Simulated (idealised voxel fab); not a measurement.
process module | voxel released beams
cross-section cut | 260 nm wide | cells 5 nm
A cross-section is a grid of square cells, given in bands from the top down. A band is one or more rows of cells.
Each band's line starts with the height of the band's top and of its bottom, in nm. Then come its materials from left to right, each with its width in nm. One material with "throughout" fills the band from edge to edge. "air" is empty space.
Height 0 is the level under which the wafer as received is all one material. The lowest band goes on downwards, as in "0 down".
A width such as "30 to 40" changes by the same amount from each row of cells to the next, from the band's top row to its bottom row.
"no change" after a step means that no cell of the cross-section changed.
closed voids: empty space of 8 cells or more with no open way to the top, each as width x height at its distance from the left edge, in nm
after a step's settings: what the simulator itself notes on the step
overlay nm, on a step with a mask: how far to the right of its planned place the mask lay; to the left if negative
plan
1 op RECEIVE | material Si
2 op CONFORMAL_DEP | material SiN | thk nm 10
3 op DIRECTIONAL_DEP | material SiO2 | thk nm 20
4 op PATTERN | tone open | mask id ANCHOR | material resist | width nm 45 | thk nm 15 | overlay nm 0
5 op DIRECTIONAL_ETCH | etch materials SiO2 | depth nm 20
6 op STRIP | etch materials resist
7 op CONFORMAL_DEP | material polySi | thk nm 15
8 op DIRECTIONAL_DEP | material aC | thk nm 10
9 op PATTERN | tone cover | mask id BEAM | material resist | width nm 95 | thk nm 25 | overlay nm 0
10 op DIRECTIONAL_ETCH | etch materials aC | depth nm 10
11 op STRIP | etch materials resist
12 op DIRECTIONAL_ETCH | etch materials polySi | depth nm 15
13 op STRIP | etch materials aC
14 op STRIP | etch materials SiO2
as received, after step 1
  0 down: Si throughout
  closed voids: none
first wafer at the end, as planned
  45 to 30: air 80 | polySi 20 | air 15 | polySi 60 | air 85
  30 to 25: air 85 | polySi 15 | air 15 | polySi 15 | air 130
  25 to 10: air 85 | polySi 45 | air 130
  10 to 0: SiN throughout
  0 down: Si throughout
  closed voids: none
second wafer at the end: like start, like plan, one mistake
  45 to 30: air 80 | polySi 65 | air 115
  30 to 25: air 70 | polySi 15 | SiO2 45 | polySi 15 | air 115
  25 to 10: air 70 | polySi 15 | SiO2 45 | polySi 45 | air 85
  10 to 0: SiN throughout
  0 down: Si throughout
  closed voids: none
what went wrong: step 4 ran as: op PATTERN | tone cover | mask id ANCHOR | material resist | width nm 45 | thk nm 15 | overlay nm 0
at the end the second wafer has, in cells: 36 more of SiO2
